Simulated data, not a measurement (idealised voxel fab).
process module | voxel released beams
cross-section cut | 230 nm wide | cells 5 nm
A cross-section is a grid of square cells, given in bands from the top down. A band is one or more rows of cells.
Each band's line starts with the height of the band's top and of its bottom, in nm. Then come its materials from left to right, each with its width in nm. One material with "throughout" fills the band from edge to edge. "air" is empty space.
Height 0 is the level under which the wafer as received is all one material. The lowest band goes on downwards, as in "0 down".
A width such as "30 to 40" changes by the same amount from each row of cells to the next, from the band's top row to its bottom row.
"no change" after a step means that no cell of the cross-section changed.
closed voids: empty space of 8 cells or more with no open way to the top, each as width x height at its distance from the left edge, in nm
after a step's settings: what the simulator itself notes on the step
overlay nm, on a step with a mask: how far to the right of its planned place the mask lay; to the left if negative
plan
1 op RECEIVE | material Si
2 op CONFORMAL_DEP | material SiN | thk nm 5
3 op DIRECTIONAL_DEP | material SiO2 | thk nm 10
4 op PATTERN | tone open | mask id ANCHOR | material resist | width nm 15 | thk nm 20 | overlay nm 0
5 op DIRECTIONAL_ETCH | etch materials SiO2 | depth nm 10
6 op STRIP | etch materials resist
7 op CONFORMAL_DEP | material polySi | thk nm 10
8 op DIRECTIONAL_DEP | material aC | thk nm 10
9 op PATTERN | tone cover | mask id BEAM | material resist | width nm 95 | thk nm 30 | overlay nm 0
10 op DIRECTIONAL_ETCH | etch materials aC | depth nm 10
11 op STRIP | etch materials resist
12 op DIRECTIONAL_ETCH | etch materials polySi | depth nm 10
13 op STRIP | etch materials aC
14 op STRIP | etch materials SiO2
varied across the wafers: width nm of step 4. The plan shows the first wafer's value. All wafers start alike
first wafer as received, after step 1
  0 down: Si throughout
  closed voids: none
each wafer at the end: cells of each material gained (+) or lost (-) since it was received, then its closed voids
width nm 15 | +46 SiN | +44 polySi | closed voids: none
width nm 20 | +46 SiN | +46 polySi | closed voids: none
width nm 25 | +46 SiN | +46 polySi | closed voids: none
width nm 30 | +46 SiN | +46 polySi | closed voids: none
width nm 35 | +46 SiN | +46 polySi | closed voids: none
width nm 40 | +46 SiN | +46 polySi | closed voids: none
